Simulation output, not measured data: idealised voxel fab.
The document below concerns the process module designated voxel transistor to metal.
The width of the displayed cross-section, cut, is 200 nm; its cells are square, with a size of 5 nm.
Bands, listed from the top down, are how a cross-section gets written in this document; the cross-section itself is a grid of square cells, and a band is one or more rows of them. Read a band's entry like this: the first values are the height of its top and the height of its bottom in nm, and what follows is the sequence of materials from left to right, each with its width in nm. Note that "empty" is empty space, and that a single material marked "all across" reaches across the band from edge to edge. It should be noted that heights are counted from 0, beneath which the wafer as supplied is of one material throughout, and that the lowest band possesses no lower boundary but continues downward, as written in "from 0 down". A two-number width, for instance "30..40", indicates that the width is equal to the first number in the top row of the band and to the second number in the bottom row, and that it changes by a constant amount per row of cells. When a step is marked "nothing changed", none of the cells in the cross-section changed during that step. Look at "closed voids" for the closed voids: empty spaces with no open path to the top, sized 8 cells or up. Each is width x height at distance, distance from the left edge, all nm. Post-settings text on a step line: simulator's own remark regarding the step. For masked steps, "overlay nm" on the step line gives how far right of plan the mask actually lay; a minus sign means it lay to the left.
Process steps - plan
1) op RECEIVE | material Si
2) op CONFORMAL_DEP | material SiO2 | thk nm 5
3) op CONFORMAL_DEP | material SiN | thk nm 15
4) op PATTERN | tone cover | mask id ACTIVE | material resist | width nm 100 | thk nm 15 | overlay nm 0
5) op DIRECTIONAL_ETCH | etch materials SiN | depth nm 15
6) op DIRECTIONAL_ETCH | etch materials SiO2 | depth nm 5
7) op DIRECTIONAL_ETCH | etch materials Si | depth nm 30
8) op STRIP | etch materials resist
9) op OXIDIZE | depth nm 5
10) op FILL_DEP | material SiO2 | thk nm 5
11) op CMP | height nm 20
12) op SELECTIVE_ETCH | etch materials SiO2 | depth nm 15
13) op STRIP | etch materials SiN
14) op SELECTIVE_ETCH | etch materials SiO2 | depth nm 5
15) op OXIDIZE | depth nm 5
16) op DIRECTIONAL_DEP | material polySi | thk nm 20
17) op DIRECTIONAL_DEP | material SiCN | thk nm 15
18) op PATTERN | tone cover | mask id GATE | material resist | width nm 20 | thk nm 20 | overlay nm 0
19) op DIRECTIONAL_ETCH | etch materials SiCN | depth nm 25
20) op DIRECTIONAL_ETCH | etch materials polySi | depth nm 30
21) op STRIP | etch materials resist
22) op CONFORMAL_DEP | material SiO2 | thk nm 5
23) op DIRECTIONAL_ETCH | etch materials SiO2 | depth nm 5
24) op CONFORMAL_DEP | material SiN | thk nm 5
25) op DIRECTIONAL_ETCH | etch materials SiN | depth nm 5
26) op DIRECTIONAL_ETCH | etch materials SiO2 | depth nm 5
27) op DIRECTIONAL_ETCH | etch materials Si | depth nm 10
28) op EPI | material pSi | thk nm 15
29) op FILL_DEP | material SiO2 | thk nm 5
30) op CMP | height nm 35
31) op DIRECTIONAL_DEP | material SiO2 | thk nm 10
32) op DIRECTIONAL_DEP | material aC | thk nm 15
33) op PATTERN | tone open | mask id CONTACT | material resist | width nm 30 | pitch nm 60 | thk nm 30 | overlay nm 0
34) op DIRECTIONAL_ETCH | etch materials aC | depth nm 15
35) op STRIP | etch materials resist
36) op DIRECTIONAL_ETCH | etch materials SiO2 | depth nm 45
37) op STRIP | etch materials aC
38) op CONFORMAL_DEP | material TiN | thk nm 5
39) op FILL_DEP | material Ru | thk nm 10
40) op CMP | height nm 45
41) op DIRECTIONAL_DEP | material TiN | thk nm 5
42) op DIRECTIONAL_DEP | material W | thk nm 15
43) op PATTERN | tone cover | mask id METAL_1 | material resist | width nm 20 | pitch nm 70 | thk nm 15 | overlay nm 0
44) op DIRECTIONAL_ETCH | etch materials W | depth nm 15
45) op DIRECTIONAL_ETCH | etch materials TiN | depth nm 5
46) op STRIP | etch materials resist
47) op FILL_DEP | material lowk | thk nm 5
48) op CMP | height nm 65
49) op CONFORMAL_DEP | material SiCN | thk nm 5
50) op DIRECTIONAL_DEP | material lowk | thk nm 30
51) op MASKED_ETCH | tone open | mask id METAL_2_HOLES | width nm 15 | pitch nm 70 | etch materials lowk | depth nm 30 | overlay nm 0
52) op MASKED_ETCH | tone open | mask id METAL_2 | width nm 20 | pitch nm 70 | etch materials lowk | depth nm 20 | overlay nm 0
53) op MASKED_ETCH | tone open | mask id METAL_2 | width nm 20 | pitch nm 70 | etch materials SiCN | depth nm 5 | overlay nm 0
54) op CONFORMAL_DEP | material TiN | thk nm 5
55) op FILL_DEP | material Ru | thk nm 5
56) op CMP | height nm 100
57) op CONFORMAL_DEP | material SiN | thk nm 5
First out of two wafers; run went to plan
As-received state of the wafer in cross-section, equivalent to post-step 1
> from 0 down | Si all across
> closed voids: none
Wafer xsec, post step 2
> from 5 to 0 | SiO2 all across
> For the remainder of the cross-section, below 0, there is no change.
Wafer xsec, post step 3
> from 20 to 5 | SiN all across
> For the remainder of the cross-section, below 5, there is no change.
Wafer xsec, post step 4
> from 35 to 20 | 50 empty; 100 resist; 50 empty
> For the remainder of the cross-section, below 20, there is no change.
Wafer xsec, post step 5
> from 35 to 20 | 50 empty; 100 resist; 50 empty
> from 20 to 5 | 50 empty; 100 SiN; 50 empty
> For the remainder of the cross-section, below 5, there is no change.
Wafer xsec, post step 6
> from 35 to 20 | 50 empty; 100 resist; 50 empty
> from 20 to 5 | 50 empty; 100 SiN; 50 empty
> from 5 to 0 | 50 empty; 100 SiO2; 50 empty
> For the remainder of the cross-section, below 0, there is no change.
Wafer xsec, post step 7
> from 35 to 20 | 50 empty; 100 resist; 50 empty
> from 20 to 5 | 50 empty; 100 SiN; 50 empty
> from 5 to 0 | 50 empty; 100 SiO2; 50 empty
> from 0 to -30 | 50 empty; 100 Si; 50 empty
> For the remainder of the cross-section, below -30, there is no change.
Wafer xsec, post step 8
> from 20 to 5 | 50 empty; 100 SiN; 50 empty
> For the remainder of the cross-section, below 5, there is no change.
Wafer xsec, post step 9
> from 20 to 5 | 50 empty; 100 SiN; 50 empty
> from 5 to 0 | 50 empty; 100 SiO2; 50 empty
> from 0 to -30 | 50 empty; 5 SiO2; 90 Si; 5 SiO2; 50 empty
> from -30 to -35 | 55 SiO2; 90 Si; 55 SiO2
> For the remainder of the cross-section, below -35, there is no change.
Wafer xsec, post step 10
> from 25 to 20 | SiO2 all across
> from 20 to 5 | 50 SiO2; 100 SiN; 50 SiO2
> from 5 to 0 | SiO2 all across
> from 0 to -35 | 55 SiO2; 90 Si; 55 SiO2
> For the remainder of the cross-section, below -35, there is no change.
Wafer xsec, post step 11
> from 20 to 5 | 50 SiO2; 100 SiN; 50 SiO2
> For the remainder of the cross-section, below 5, there is no change.
Wafer xsec, post step 12
> from 20 to 5 | 50 empty; 100 SiN; 50 empty
> For the remainder of the cross-section, below 5, there is no change.
Wafer xsec, post step 13
> from 5 to 0 | SiO2 all across
> For the remainder of the cross-section, below 0, there is no change.
Wafer xsec, post step 14
> from 0 to -35 | 55 SiO2; 90 Si; 55 SiO2
> For the remainder of the cross-section, below -35, there is no change.
Wafer xsec, post step 15
> from 0 to -5 | SiO2 all across
> For the remainder of the cross-section, below -5, there is no change.
Wafer xsec, post step 16
> from 20 to 0 | polySi all across
> For the remainder of the cross-section, below 0, there is no change.
Wafer xsec, post step 17
> from 35 to 20 | SiCN all across
> For the remainder of the cross-section, below 20, there is no change.
Wafer xsec, post step 18
> from 55 to 35 | 90 empty; 20 resist; 90 empty
> For the remainder of the cross-section, below 35, there is no change.
Wafer xsec, post step 19
> from 55 to 35 | 90 empty; 20 resist; 90 empty
> from 35 to 20 | 90 empty; 20 SiCN; 90 empty
> For the remainder of the cross-section, below 20, there is no change.
Wafer xsec, post step 20
> from 55 to 35 | 90 empty; 20 resist; 90 empty
> from 35 to 20 | 90 empty; 20 SiCN; 90 empty
> from 20 to 0 | 90 empty; 20 polySi; 90 empty
> For the remainder of the cross-section, below 0, there is no change.
Wafer xsec, post step 21
> from 35 to 20 | 90 empty; 20 SiCN; 90 empty
> For the remainder of the cross-section, below 20, there is no change.
Wafer xsec, post step 22
> from 40 to 35 | 85 empty; 30 SiO2; 85 empty
> from 35 to 20 | 85 empty; 5 SiO2; 20 SiCN; 5 SiO2; 85 empty
> from 20 to 5 | 85 empty; 5 SiO2; 20 polySi; 5 SiO2; 85 empty
> from 5 to 0 | 90 SiO2; 20 polySi; 90 SiO2
> For the remainder of the cross-section, below 0, there is no change.
Wafer xsec, post step 23
> from 35 to 20 | 85 empty; 5 SiO2; 20 SiCN; 5 SiO2; 85 empty
> from 20 to 0 | 85 empty; 5 SiO2; 20 polySi; 5 SiO2; 85 empty
> For the remainder of the cross-section, below 0, there is no change.
Wafer xsec, post step 24
> from 40 to 35 | 80 empty; 40 SiN; 80 empty
> from 35 to 20 | 80 empty; 5 SiN; 5 SiO2; 20 SiCN; 5 SiO2; 5 SiN; 80 empty
> from 20 to 5 | 80 empty; 5 SiN; 5 SiO2; 20 polySi; 5 SiO2; 5 SiN; 80 empty
> from 5 to 0 | 85 SiN; 5 SiO2; 20 polySi; 5 SiO2; 85 SiN
> For the remainder of the cross-section, below 0, there is no change.
Wafer xsec, post step 25
> from 35 to 20 | 80 empty; 5 SiN; 5 SiO2; 20 SiCN; 5 SiO2; 5 SiN; 80 empty
> from 20 to 0 | 80 empty; 5 SiN; 5 SiO2; 20 polySi; 5 SiO2; 5 SiN; 80 empty
> For the remainder of the cross-section, below 0, there is no change.
Wafer xsec, post step 26
> from 35 to 30 | 80 empty; 5 SiN; 5 empty; 20 SiCN; 5 empty; 5 SiN; 80 empty
> from 30 to 20 | 80 empty; 5 SiN; 5 SiO2; 20 SiCN; 5 SiO2; 5 SiN; 80 empty
> from 20 to 0 | 80 empty; 5 SiN; 5 SiO2; 20 polySi; 5 SiO2; 5 SiN; 80 empty
> from 0 to -5 | 80 empty; 40 SiO2; 80 empty
> For the remainder of the cross-section, below -5, there is no change.
Wafer xsec, post step 27
> from 35 to 30 | 80 empty; 5 SiN; 5 empty; 20 SiCN; 5 empty; 5 SiN; 80 empty
> from 30 to 20 | 80 empty; 5 SiN; 5 SiO2; 20 SiCN; 5 SiO2; 5 SiN; 80 empty
> from 20 to 0 | 80 empty; 5 SiN; 5 SiO2; 20 polySi; 5 SiO2; 5 SiN; 80 empty
> from 0 to -5 | 80 empty; 40 SiO2; 80 empty
> from -5 to -15 | 55 SiO2; 25 empty; 40 Si; 25 empty; 55 SiO2
> For the remainder of the cross-section, below -15, there is no change.
Wafer xsec, post step 28
> from 35 to 30 | 80 empty; 5 SiN; 5 empty; 20 SiCN; 5 empty; 5 SiN; 80 empty
> from 30 to 20 | 80 empty; 5 SiN; 5 SiO2; 20 SiCN; 5 SiO2; 5 SiN; 80 empty
> from 20 to 10 | 80 empty; 5 SiN; 5 SiO2; 20 polySi; 5 SiO2; 5 SiN; 80 empty
> from 10 to 0 | 65 empty; 15 pSi; 5 SiN; 5 SiO2; 20 polySi; 5 SiO2; 5 SiN; 15 pSi; 65 empty
> from 0 to -5 | 50 empty; 30 pSi; 40 SiO2; 30 pSi; 50 empty
> from -5 to -15 | 55 SiO2; 25 pSi; 40 Si; 25 pSi; 55 SiO2
> For the remainder of the cross-section, below -15, there is no change.
Wafer xsec, post step 29
> from 40 to 35 | SiO2 all across
> from 35 to 20 | 80 SiO2; 5 SiN; 5 SiO2; 20 SiCN; 5 SiO2; 5 SiN; 80 SiO2
> from 20 to 10 | 80 SiO2; 5 SiN; 5 SiO2; 20 polySi; 5 SiO2; 5 SiN; 80 SiO2
> from 10 to 0 | 65 SiO2; 15 pSi; 5 SiN; 5 SiO2; 20 polySi; 5 SiO2; 5 SiN; 15 pSi; 65 SiO2
> from 0 to -5 | 50 SiO2; 30 pSi; 40 SiO2; 30 pSi; 50 SiO2
> For the remainder of the cross-section, below -5, there is no change.
Wafer xsec, post step 30
> from 35 to 20 | 80 SiO2; 5 SiN; 5 SiO2; 20 SiCN; 5 SiO2; 5 SiN; 80 SiO2
> For the remainder of the cross-section, below 20, there is no change.
Wafer xsec, post step 31
> from 45 to 35 | SiO2 all across
> For the remainder of the cross-section, below 35, there is no change.
Wafer xsec, post step 32
> from 60 to 45 | aC all across
> For the remainder of the cross-section, below 45, there is no change.
Wafer xsec, post step 33
> from 90 to 60 | 55 resist; 30 empty; 30 resist; 30 empty; 55 resist
> For the remainder of the cross-section, below 60, there is no change.
Wafer xsec, post step 34
> from 75 to 60 | 55 resist; 30 empty; 30 resist; 30 empty; 55 resist
> from 60 to 45 | 55 aC; 30 empty; 30 aC; 30 empty; 55 aC
> For the remainder of the cross-section, below 45, there is no change.
Wafer xsec, post step 35
> from 60 to 45 | 55 aC; 30 empty; 30 aC; 30 empty; 55 aC
> For the remainder of the cross-section, below 45, there is no change.
Wafer xsec, post step 36
> from 60 to 45 | 55 aC; 30 empty; 30 aC; 30 empty; 55 aC
> from 45 to 35 | 55 SiO2; 30 empty; 30 SiO2; 30 empty; 55 SiO2
> from 35 to 20 | 55 SiO2; 25 empty; 5 SiN; 5 SiO2; 20 SiCN; 5 SiO2; 5 SiN; 25 empty; 55 SiO2
> from 20 to 10 | 55 SiO2; 25 empty; 5 SiN; 5 SiO2; 20 polySi; 5 SiO2; 5 SiN; 25 empty; 55 SiO2
> from 10 to 0 | 55 SiO2; 10 empty; 15 pSi; 5 SiN; 5 SiO2; 20 polySi; 5 SiO2; 5 SiN; 15 pSi; 10 empty; 55 SiO2
> For the remainder of the cross-section, below 0, there is no change.
Wafer xsec, post step 37
> from 45 to 35 | 55 SiO2; 30 empty; 30 SiO2; 30 empty; 55 SiO2
> For the remainder of the cross-section, below 35, there is no change.
Wafer xsec, post step 38
> from 50 to 45 | 60 TiN; 20 empty; 40 TiN; 20 empty; 60 TiN
> from 45 to 35 | 55 SiO2; 5 TiN; 20..15 empty; 5..10 TiN; 30 SiO2; 5..10 TiN; 20..15 empty; 5 TiN; 55 SiO2
> from 35 to 20 | 55 SiO2; 5 TiN; 15 empty; 5 TiN; 5 SiN; 5 SiO2; 20 SiCN; 5 SiO2; 5 SiN; 5 TiN; 15 empty; 5 TiN; 55 SiO2
> from 20 to 15 | 55 SiO2; 5 TiN; 15 empty; 5 TiN; 5 SiN; 5 SiO2; 20 polySi; 5 SiO2; 5 SiN; 5 TiN; 15 empty; 5 TiN; 55 SiO2
> from 15 to 10 | 55 SiO2; 25 TiN; 5 SiN; 5 SiO2; 20 polySi; 5 SiO2; 5 SiN; 25 TiN; 55 SiO2
> from 10 to 0 | 55 SiO2; 10 TiN; 15 pSi; 5 SiN; 5 SiO2; 20 polySi; 5 SiO2; 5 SiN; 15 pSi; 10 TiN; 55 SiO2
> For the remainder of the cross-section, below 0, there is no change.
Wafer xsec, post step 39
> from 60 to 50 | Ru all across
> from 50 to 45 | 60 TiN; 20 Ru; 40 TiN; 20 Ru; 60 TiN
> from 45 to 35 | 55 SiO2; 5 TiN; 20..15 Ru; 5..10 TiN; 30 SiO2; 5..10 TiN; 20..15 Ru; 5 TiN; 55 SiO2
> from 35 to 20 | 55 SiO2; 5 TiN; 15 Ru; 5 TiN; 5 SiN; 5 SiO2; 20 SiCN; 5 SiO2; 5 SiN; 5 TiN; 15 Ru; 5 TiN; 55 SiO2
> from 20 to 15 | 55 SiO2; 5 TiN; 15 Ru; 5 TiN; 5 SiN; 5 SiO2; 20 polySi; 5 SiO2; 5 SiN; 5 TiN; 15 Ru; 5 TiN; 55 SiO2
> For the remainder of the cross-section, below 15, there is no change.
Wafer xsec, post step 40
> from 45 to 35 | 55 SiO2; 5 TiN; 20..15 Ru; 5..10 TiN; 30 SiO2; 5..10 TiN; 20..15 Ru; 5 TiN; 55 SiO2
> For the remainder of the cross-section, below 35, there is no change.
Wafer xsec, post step 41
> from 50 to 45 | TiN all across
> For the remainder of the cross-section, below 45, there is no change.
Wafer xsec, post step 42
> from 65 to 50 | W all across
> For the remainder of the cross-section, below 50, there is no change.
Wafer xsec, post step 43
> from 80 to 65 | 55 empty; 20 resist; 50 empty; 20 resist; 55 empty
> For the remainder of the cross-section, below 65, there is no change.
Wafer xsec, post step 44
> from 80 to 65 | 55 empty; 20 resist; 50 empty; 20 resist; 55 empty
> from 65 to 50 | 55 empty; 20 W; 50 empty; 20 W; 55 empty
> For the remainder of the cross-section, below 50, there is no change.
Wafer xsec, post step 45
> from 80 to 65 | 55 empty; 20 resist; 50 empty; 20 resist; 55 empty
> from 65 to 50 | 55 empty; 20 W; 50 empty; 20 W; 55 empty
> from 50 to 45 | 55 empty; 20 TiN; 50 empty; 20 TiN; 55 empty
> For the remainder of the cross-section, below 45, there is no change.
Wafer xsec, post step 46
> from 65 to 50 | 55 empty; 20 W; 50 empty; 20 W; 55 empty
> For the remainder of the cross-section, below 50, there is no change.
Wafer xsec, post step 47
> from 70 to 65 | lowk all across
> from 65 to 50 | 55 lowk; 20 W; 50 lowk; 20 W; 55 lowk
> from 50 to 45 | 55 lowk; 20 TiN; 50 lowk; 20 TiN; 55 lowk
> For the remainder of the cross-section, below 45, there is no change.
Wafer xsec, post step 48
> from 65 to 50 | 55 lowk; 20 W; 50 lowk; 20 W; 55 lowk
> For the remainder of the cross-section, below 50, there is no change.
Wafer xsec, post step 49
> from 70 to 65 | SiCN all across
> For the remainder of the cross-section, below 65, there is no change.
Wafer xsec, post step 50
> from 100 to 70 | lowk all across
> For the remainder of the cross-section, below 70, there is no change.
Wafer xsec, post step 51
> from 100 to 70 | 55 lowk; 15 empty; 55 lowk; 15 empty; 60 lowk
> For the remainder of the cross-section, below 70, there is no change.
Wafer xsec, post step 52
> from 100 to 80 | 55 lowk; 20 empty; 50 lowk; 20 empty; 55 lowk
> For the remainder of the cross-section, below 80, there is no change.
Wafer xsec, post step 53
> from 100 to 80 | 55 lowk; 20 empty; 50 lowk; 20 empty; 55 lowk
> from 80 to 70 | 55 lowk; 15 empty; 55 lowk; 15 empty; 60 lowk
> from 70 to 65 | 55 SiCN; 15 empty; 55 SiCN; 15 empty; 60 SiCN
> For the remainder of the cross-section, below 65, there is no change.
Wafer xsec, post step 54
> from 105 to 100 | 60 TiN; 10 empty; 60 TiN; 10 empty; 60 TiN
> from 100 to 85 | 55 lowk; 5 TiN; 10 empty; 5 TiN; 50 lowk; 5 TiN; 10 empty; 5 TiN; 55 lowk
> from 85 to 80 | 55 lowk; 5 TiN; 5 empty; 10 TiN; 50 lowk; 5 TiN; 5 empty; 10 TiN; 55 lowk
> from 80 to 70 | 55 lowk; 5 TiN; 5 empty; 5 TiN; 55 lowk; 5 TiN; 5 empty; 5 TiN; 60 lowk
> from 70 to 65 | 55 SiCN; 15 TiN; 55 SiCN; 15 TiN; 60 SiCN
> For the remainder of the cross-section, below 65, there is no change.
Wafer xsec, post step 55
> from 110 to 105 | Ru all across
> from 105 to 100 | 60 TiN; 10 Ru; 60 TiN; 10 Ru; 60 TiN
> from 100 to 85 | 55 lowk; 5 TiN; 10 Ru; 5 TiN; 50 lowk; 5 TiN; 10 Ru; 5 TiN; 55 lowk
> from 85 to 80 | 55 lowk; 5 TiN; 5 Ru; 10 TiN; 50 lowk; 5 TiN; 5 Ru; 10 TiN; 55 lowk
> from 80 to 70 | 55 lowk; 5 TiN; 5 Ru; 5 TiN; 55 lowk; 5 TiN; 5 Ru; 5 TiN; 60 lowk
> For the remainder of the cross-section, below 70, there is no change.
Wafer xsec, post step 56
> from 100 to 85 | 55 lowk; 5 TiN; 10 Ru; 5 TiN; 50 lowk; 5 TiN; 10 Ru; 5 TiN; 55 lowk
> For the remainder of the cross-section, below 85, there is no change.
Wafer xsec, post step 57
> from 105 to 100 | SiN all across
> For the remainder of the cross-section, below 100, there is no change.
Second of two: same start, same plan, one run error; steps up to and including 46 match the first
Cross-section, second wafer, at the end time the plan gives for step 47
> from 70 to 65 | TiN all across
> from 65 to 50 | 55 TiN; 20 W; 50 TiN; 20 W; 55 TiN
> from 50 to 45 | TiN all across
> For the remainder of the cross-section, below 45, there is no change.
Cross-section, second wafer, at the end time the plan gives for step 48
> from 65 to 50 | 55 TiN; 20 W; 50 TiN; 20 W; 55 TiN
> For the remainder of the cross-section, below 50, there is no change.
Cross-section, second wafer, at the end time the plan gives for step 49
> from 70 to 65 | SiCN all across
> For the remainder of the cross-section, below 65, there is no change.
Cross-section, second wafer, at the end time the plan gives for step 50
> from 100 to 70 | lowk all across
> For the remainder of the cross-section, below 70, there is no change.
Cross-section, second wafer, at the end time the plan gives for step 51
> from 100 to 70 | 55 lowk; 15 empty; 55 lowk; 15 empty; 60 lowk
> For the remainder of the cross-section, below 70, there is no change.
Cross-section, second wafer, at the end time the plan gives for step 52
> from 100 to 80 | 55 lowk; 20 empty; 50 lowk; 20 empty; 55 lowk
> For the remainder of the cross-section, below 80, there is no change.
Cross-section, second wafer, at the end time the plan gives for step 53
> from 100 to 80 | 55 lowk; 20 empty; 50 lowk; 20 empty; 55 lowk
> from 80 to 70 | 55 lowk; 15 empty; 55 lowk; 15 empty; 60 lowk
> from 70 to 65 | 55 SiCN; 15 empty; 55 SiCN; 15 empty; 60 SiCN
> For the remainder of the cross-section, below 65, there is no change.
Cross-section, second wafer, at the end time the plan gives for step 54
> from 105 to 100 | 60 TiN; 10 empty; 60 TiN; 10 empty; 60 TiN
> from 100 to 85 | 55 lowk; 5 TiN; 10 empty; 5 TiN; 50 lowk; 5 TiN; 10 empty; 5 TiN; 55 lowk
> from 85 to 80 | 55 lowk; 5 TiN; 5 empty; 10 TiN; 50 lowk; 5 TiN; 5 empty; 10 TiN; 55 lowk
> from 80 to 70 | 55 lowk; 5 TiN; 5 empty; 5 TiN; 55 lowk; 5 TiN; 5 empty; 5 TiN; 60 lowk
> from 70 to 65 | 55 SiCN; 15 TiN; 55 SiCN; 15 TiN; 60 SiCN
> For the remainder of the cross-section, below 65, there is no change.
Cross-section, second wafer, at the end time the plan gives for step 55
> from 110 to 105 | Ru all across
> from 105 to 100 | 60 TiN; 10 Ru; 60 TiN; 10 Ru; 60 TiN
> from 100 to 85 | 55 lowk; 5 TiN; 10 Ru; 5 TiN; 50 lowk; 5 TiN; 10 Ru; 5 TiN; 55 lowk
> from 85 to 80 | 55 lowk; 5 TiN; 5 Ru; 10 TiN; 50 lowk; 5 TiN; 5 Ru; 10 TiN; 55 lowk
> from 80 to 70 | 55 lowk; 5 TiN; 5 Ru; 5 TiN; 55 lowk; 5 TiN; 5 Ru; 5 TiN; 60 lowk
> For the remainder of the cross-section, below 70, there is no change.
Cross-section, second wafer, at the end time the plan gives for step 56
> from 100 to 85 | 55 lowk; 5 TiN; 10 Ru; 5 TiN; 50 lowk; 5 TiN; 10 Ru; 5 TiN; 55 lowk
> For the remainder of the cross-section, below 85, there is no change.
Cross-section, second wafer, at the end time the plan gives for step 57
> from 105 to 100 | SiN all across
> For the remainder of the cross-section, below 100, there is no change.
Plan not followed: step 47 did not use the planned setting and instead ran as op FILL_DEP | material TiN | thk nm 5
Final wafer comparison in cells, second versus first, more or fewer per material: +128 TiN | -128 lowk
